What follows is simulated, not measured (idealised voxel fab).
Proc. module: voxel ribs on slabs
The cross-section shown here is cut; it is 220 nm wide and divided into square cells measuring 5 nm on a side.
How to read a cross-section here: the picture is a grid of square cells, written as bands going from the top down, and any band can span one or more rows of cells. Heads up on the band format: heights come first, top then bottom, in nm. After that it's the materials left to right, each with its width in nm. A single material flagged "full width" fills the whole band edge to edge, and "empty" means there's empty space there. Heights are reckoned from 0. Under this level, the received wafer is all of one material. The bottommost band is open-ended downward, for example "from 0 down". Width: "30 to 40" (first number = top row, second number = bottom row, same change from row to row of cells). Any step labelled "no change" changed none of the cells in the cross-section. "Closed voids list" - sealed voids, min. 8 cells, no opening to top; format: width x height at distance (distance from left edge; nm throughout). On each step's line, the part that comes after the settings is the simulator's own comment on the step. For masked steps, "overlay nm" on the step line gives how far right of plan the mask actually lay; a minus sign means it lay to the left.
## The process steps that were planned are listed below
- 1: RECEIVE | material Si
- 2: DIRECTIONAL_DEP | material SiO2 | thk nm 20
- 3: DIRECTIONAL_DEP | material polySi | thk nm 25
- 4: MASKED_ETCH | tone cover | mask id RIB | width nm 20 | etch materials polySi | depth nm 15 | overlay nm 0
- 5: PATTERN | tone cover | mask id SLAB | material resist | width nm 50 | thk nm 20 | overlay nm 0
- 6: DIRECTIONAL_ETCH | etch materials polySi | depth nm 10
- 7: STRIP | etch materials resist
- 8: FILL_DEP | material SiO2 | thk nm 20
- 9: CMP | height nm 60
- 10: DIRECTIONAL_DEP | material W | thk nm 5
- 11: PATTERN | tone cover | mask id HEATER | material resist | width nm 30 | thk nm 20 | overlay nm 0
- 12: DIRECTIONAL_ETCH | etch materials W | depth nm 5
- 13: STRIP | etch materials resist
- 14: CONFORMAL_DEP | material SiN | thk nm 5
## Incoming wafer, cross-sectional view, post step 1
from 0 down | Si full width
Closed voids list: none
## Cross-sectional result after module completion. Note: starting condition and plan are unchanged from above; one processing mistake was made
from 70 to 65 | empty (90), SiN (40), empty (90)
from 65 to 60 | SiN (95), W (30), SiN (95)
from 60 to 25 | SiO2 full width
from 25 to 0 | polySi full width
from 0 down | Si full width
Closed voids list: none
Finding, execution versus plan: transposition of steps 2 and 3 relative to the planned sequence
